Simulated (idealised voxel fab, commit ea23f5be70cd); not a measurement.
This section sets out a process module, namely voxel plated lines.
Shown is cross-section cut, with a width of 260 nm and square cells of size 5 nm.
A cross-section in this document is a grid of square cells, and it is written down as bands, the top band listed before the ones below it; a band is made up of one or more rows of cells. The band entry comprises the height of the band's top followed by the height of its bottom, expressed in nm, and subsequently the band's materials from left to right, each stated together with its width in nm. Where a single material is marked with the word "throughout", that material fills the band from edge to edge. The word "air" represents empty space. Measure heights from 0. That's the level where, below it, the as-received wafer is all one material. The lowest band is bottomless and extends downward; write it as in "0 and below". The width entry "30->40" should be interpreted row by row: the top row of cells in the band takes the first number, the bottom row takes the second number, and the change between adjacent rows is uniform throughout. You'll sometimes find "remains unaltered" written for a step, and that's the way of saying that nowhere in the cross-section did a cell change during that step. Voids not open to the top, 8 cells minimum: see "Unvented voids". Written width x height at distance; distance is from the left edge; nm. On a step's line, text after the settings is the simulator commenting on that step. Each step line may optionally specify "overlay nm", which for a step with a mask gives the rightward distance between the mask's planned place and where it lay, a negative value indicating the leftward direction.
# The steps planned for the process are as follows
1: RECEIVE with material Si
2: CONFORMAL_DEP with material SiO2, thk nm 15
3: DIRECTIONAL_DEP with material TiN, thk nm 5
4: PATTERN with tone open, mask id LINES, material resist, width nm 20, pitch nm 45, thk nm 25, overlay nm 0
5: EPI with material Ru, thk nm 10
6: EPI with material Ru, thk nm 5
7: STRIP with etch materials resist
8: DIRECTIONAL_ETCH with etch materials TiN, depth nm 5
9: CONFORMAL_DEP with material SiCN, thk nm 10
# On the first of the two wafers: run conducted according to plan
# As-received wafer cross-section (after step 1)
	0 and below = Si throughout
	Unvented voids: none
# Once step 2 is through, the wafer looks like this in cross-section
	15 down to 0 = SiO2 throughout
	Nothing below the height 0 has changed.
# Once step 3 is through, the wafer looks like this in cross-section
	20 down to 15 = TiN throughout
	Nothing below the height 15 has changed.
# Once step 4 is through, the wafer looks like this in cross-section
	45 down to 20 = 95 of resist, then 20 of air, then 25 of resist, then 20 of air, then 100 of resist
	Nothing below the height 20 has changed.
# Once step 5 is through, the wafer looks like this in cross-section
	45 down to 30 = 95 of resist, then 20 of air, then 25 of resist, then 20 of air, then 100 of resist
	30 down to 20 = 95 of resist, then 20 of Ru, then 25 of resist, then 20 of Ru, then 100 of resist
	Nothing below the height 20 has changed.
# Once step 6 is through, the wafer looks like this in cross-section
	45 down to 35 = 95 of resist, then 20 of air, then 25 of resist, then 20 of air, then 100 of resist
	35 down to 20 = 95 of resist, then 20 of Ru, then 25 of resist, then 20 of Ru, then 100 of resist
	Nothing below the height 20 has changed.
# Once step 7 is through, the wafer looks like this in cross-section
	35 down to 20 = 95 of air, then 20 of Ru, then 25 of air, then 20 of Ru, then 100 of air
	Nothing below the height 20 has changed.
# Once step 8 is through, the wafer looks like this in cross-section
	35 down to 20 = 95 of air, then 20 of Ru, then 25 of air, then 20 of Ru, then 100 of air
	20 down to 15 = 95 of air, then 20 of TiN, then 25 of air, then 20 of TiN, then 100 of air
	Nothing below the height 15 has changed.
# Once step 9 is through, the wafer looks like this in cross-section
	45 down to 35 = 85 of air, then 40 of SiCN, then 5 of air, then 40 of SiCN, then 90 of air
	35 down to 25 = 85 of air, then 10 of SiCN, then 20 of Ru, then 10 of SiCN, then 5 of air, then 10 of SiCN, then 20 of Ru, then 10 of SiCN, then 90 of air
	25 down to 20 = 95 of SiCN, then 20 of Ru, then 25 of SiCN, then 20 of Ru, then 100 of SiCN
	20 down to 15 = 95 of SiCN, then 20 of TiN, then 25 of SiCN, then 20 of TiN, then 100 of SiCN
	Nothing below the height 15 has changed.
# Wafer two of two - same starting point, same process plan, one mistake in execution; matches wafer one up to and including step 3
# Second wafer, cross-section, planned end of step 4
	45 down to 20 = 95 of resist, then 25 of air, then 20 of resist, then 25 of air, then 95 of resist
	Nothing below the height 20 has changed.
# Second wafer, cross-section, planned end of step 5
	45 down to 30 = 95 of resist, then 25 of air, then 20 of resist, then 25 of air, then 95 of resist
	30 down to 20 = 95 of resist, then 25 of Ru, then 20 of resist, then 25 of Ru, then 95 of resist
	Nothing below the height 20 has changed.
# Second wafer, cross-section, planned end of step 6
	45 down to 35 = 95 of resist, then 25 of air, then 20 of resist, then 25 of air, then 95 of resist
	35 down to 20 = 95 of resist, then 25 of Ru, then 20 of resist, then 25 of Ru, then 95 of resist
	Nothing below the height 20 has changed.
# Second wafer, cross-section, planned end of step 7
	35 down to 20 = 95 of air, then 25 of Ru, then 20 of air, then 25 of Ru, then 95 of air
	Nothing below the height 20 has changed.
# Second wafer, cross-section, planned end of step 8
	35 down to 20 = 95 of air, then 25 of Ru, then 20 of air, then 25 of Ru, then 95 of air
	20 down to 15 = 95 of air, then 25 of TiN, then 20 of air, then 25 of TiN, then 95 of air
	Nothing below the height 15 has changed.
# Second wafer, cross-section, planned end of step 9
	45 down to 35 = 85 of air, then 90 of SiCN, then 85 of air
	35 down to 25 = 85 of air, then 10 of SiCN, then 25 of Ru, then 20 of SiCN, then 25 of Ru, then 10 of SiCN, then 85 of air
	25 down to 20 = 95 of SiCN, then 25 of Ru, then 20 of SiCN, then 25 of Ru, then 95 of SiCN
	20 down to 15 = 95 of SiCN, then 25 of TiN, then 20 of SiCN, then 25 of TiN, then 95 of SiCN
	Nothing below the height 15 has changed.
What was done differently from what was planned? step 4 ran with different settings than intended, the actual operation and settings being PATTERN with tone open, mask id LINES, material resist, width nm 25, pitch nm 45, thk nm 25, overlay nm 0
Final cells, second wafer relative to first, materials higher or lower: 6 more of Ru | 2 more of TiN
